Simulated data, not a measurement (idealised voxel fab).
Process module, titled voxel spacer lines
Section shown: cut. Width: 195 nm. Cell size: 5 nm, square.
A cross-section is a grid of square cells, given in bands from the top down. A band is one or more rows of cells.
Look at the band entry: it leads with the top's height and the bottom's height in nm. Then it lists the materials left to right, with a width in nm for each. The word "edge to edge" on a single material says that material fills the band edge to edge. The word "empty" is empty space.
Where do heights start? At 0: under that level the wafer as delivered is made of one material only. And the lowest band has no floor; it just carries on downward, as in "0 -> down".
You'd read "30..40" like this: the band's top row of cells is as wide as the first number, its bottom row is as wide as the second, and going down, every row changes width by the same amount as the row before did.
"no modifications" (step): cross-section cells unchanged, all of them.
"Closed cavities" lists enclosed empty spaces (at least 8 cells, no open path upward to the top), each as width x height at distance from the left edge, in nm.
That trailing text on a step's line, after the settings, is the simulator's own remark on the step.
If you see "overlay nm" on a step's line and that step has a mask, it's telling you how far right of where it was planned the mask ended up; a negative number means it went left instead.
-- Steps in the process plan
1. RECEIVE: material Si
2. CONFORMAL_DEP: material Al2O3, thk nm 10
3. DIRECTIONAL_DEP: material W, thk nm 15
4. DIRECTIONAL_DEP: material polySi, thk nm 25
5. PATTERN: tone cover, mask id MANDREL, material resist, width nm 20, pitch nm 60, thk nm 30, overlay nm 0
6. DIRECTIONAL_ETCH: etch materials polySi, depth nm 25
7. STRIP: etch materials resist
8. CONFORMAL_DEP: material SiO2, thk nm 10
9. DIRECTIONAL_ETCH: etch materials SiO2, depth nm 10
10. STRIP: etch materials polySi
11. DIRECTIONAL_ETCH: etch materials W, depth nm 15
12. STRIP: etch materials SiO2
-- Cross-section of the incoming wafer, state after step 1
	0 -> down: Si edge to edge
	Closed cavities: none
-- First of two wafers at the end of the module, shown in cross-section; run carried out as planned
	25 -> 10: 15 nm empty  10 nm W  20 nm empty  10 nm W  20 nm empty  10 nm W  20 nm empty  10 nm W  20 nm empty  10 nm W  20 nm empty  10 nm W  20 nm empty
	10 -> 0: Al2O3 edge to edge
	0 -> down: Si edge to edge
	Closed cavities: none
-- Second of two wafers, module complete, sectioned: it shares the first wafer's start and plan but was run with one mistake
	40 -> 25: 15 nm empty  10 nm W  20 nm empty  10 nm W  20 nm empty  10 nm W  20 nm empty  10 nm W  20 nm empty  10 nm W  20 nm empty  10 nm W  20 nm empty
	25 -> 10: W edge to edge
	10 -> 0: Al2O3 edge to edge
	0 -> down: Si edge to edge
	Closed cavities: none
Short version of what went wrong: plan step 3 was twice executed
The closing comparison, in cells, has the second wafer with more or fewer of some materials than the first: 117 more of W
